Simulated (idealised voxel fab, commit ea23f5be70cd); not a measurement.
Presented below is a process module, voxel gate over fins.
250 nm wide, 5 nm square cells: that's cross-section cut.
When this document writes out a cross-section, it uses a grid of square cells and lists it as bands, beginning at the top and moving down, with a band standing for one or more rows of cells. Heads up on the band format: heights come first, top then bottom, in nm. After that it's the materials left to right, each with its width in nm. A single material flagged "everywhere" fills the whole band edge to edge, and "air" means there's empty space there. All heights in this document are referenced to 0, defined as the level beneath which the wafer, as received, consists entirely of one material. The lowest band is not bounded below; it extends indefinitely downward and is written in the form "0 -> down". When a width is written as two numbers, as in "30 to 40", the first number is the width in the top row of cells of the band and the second is the width in its bottom row, and the width changes by the same amount from each row to the next. "remains unaltered" -> step changed no cross-section cell. Empty spaces without an open route to the top, at least 8 cells in extent, make up the entry "Voids, enclosed"; each is given as width x height at distance, where the distance is measured from the left edge, and all are in nm. On a step's line, text after the settings is the simulator commenting on that step. The line of a step may include "overlay nm". On a step with a mask, this value is how far to the right of its planned place the mask lay. A negative value means the mask lay to the left.

Steps planned for the process:
| 1 | RECEIVE, material Si |
| 2 | CONFORMAL_DEP, material SiN, thk nm 5 |
| 3 | PATTERN, tone cover, mask id FINS, material resist, width nm 15, pitch nm 35, thk nm 20, overlay nm 0 |
| 4 | DIRECTIONAL_ETCH, etch materials SiN, depth nm 5 |
| 5 | DIRECTIONAL_ETCH, etch materials Si, depth nm 30 |
| 6 | STRIP, etch materials resist |
| 7 | FILL_DEP, material SiO2, thk nm 10 |
| 8 | CMP, height nm 5 |
| 9 | SELECTIVE_ETCH, etch materials SiO2, depth nm 15 |
| 10 | STRIP, etch materials SiN |
| 11 | CONFORMAL_DEP, material HfO2, thk nm 5 |
| 12 | CONFORMAL_DEP, material TiN, thk nm 5 |
| 13 | FILL_DEP, material W, thk nm 15 |
| 14 | CMP, height nm 20 |
| 15 | CONFORMAL_DEP, material SiN, thk nm 5 |

Cross-section of the wafer upon arrival, representing the state reached after step 1:
* 0 -> down | Si everywhere
* Voids, enclosed: none

First wafer of two, sectioned at end of module; run went per plan:
* 25 -> 20 | SiN everywhere
* 20 -> 10 | W everywhere
* 10 -> 5 | W 70 nm, then TiN 105 nm, then W 75 nm
* 5 -> 0 | W 70 nm, then TiN 5 nm, then HfO2 25 nm, then TiN 10 nm, then HfO2 25 nm, then TiN 10 nm, then HfO2 25 nm, then TiN 5 nm, then W 75 nm
* 0 -> -5 | TiN 75 nm, then HfO2 5 nm, then Si 15 nm, then HfO2 5 nm, then TiN 10 nm, then HfO2 5 nm, then Si 15 nm, then HfO2 5 nm, then TiN 10 nm, then HfO2 5 nm, then Si 15 nm, then HfO2 5 nm, then TiN 80 nm
* -5 -> -10 | HfO2 80 nm, then Si 15 nm, then HfO2 20 nm, then Si 15 nm, then HfO2 20 nm, then Si 15 nm, then HfO2 85 nm
* -10 -> -30 | SiO2 80 nm, then Si 15 nm, then SiO2 20 nm, then Si 15 nm, then SiO2 20 nm, then Si 15 nm, then SiO2 85 nm
* -30 -> down | Si everywhere
* Voids, enclosed: none

What the second wafer looks like in cross-section once the module is done. Its start and its plan matched the first wafer's exactly; what differed was one mistake in how it was run:
* 35 -> 20 | SiN everywhere
* 20 -> 10 | W everywhere
* 10 -> 5 | W 70 nm, then TiN 105 nm, then W 75 nm
* 5 -> 0 | W 70 nm, then TiN 5 nm, then HfO2 25 nm, then TiN 10 nm, then HfO2 25 nm, then TiN 10 nm, then HfO2 25 nm, then TiN 5 nm, then W 75 nm
* 0 -> -5 | TiN 75 nm, then HfO2 5 nm, then Si 15 nm, then HfO2 5 nm, then TiN 10 nm, then HfO2 5 nm, then Si 15 nm, then HfO2 5 nm, then TiN 10 nm, then HfO2 5 nm, then Si 15 nm, then HfO2 5 nm, then TiN 80 nm
* -5 -> -10 | HfO2 80 nm, then Si 15 nm, then HfO2 20 nm, then Si 15 nm, then HfO2 20 nm, then Si 15 nm, then HfO2 85 nm
* -10 -> -30 | SiO2 80 nm, then Si 15 nm, then SiO2 20 nm, then Si 15 nm, then SiO2 20 nm, then Si 15 nm, then SiO2 85 nm
* -30 -> down | Si everywhere
* Voids, enclosed: none
The plan and the run diverged here: step 15 changed vs plan, executed as CONFORMAL_DEP, material SiN, thk nm 15
Per the end-of-run cell counts, the second wafer holds more or fewer of some materials than the first: 100 more of SiN
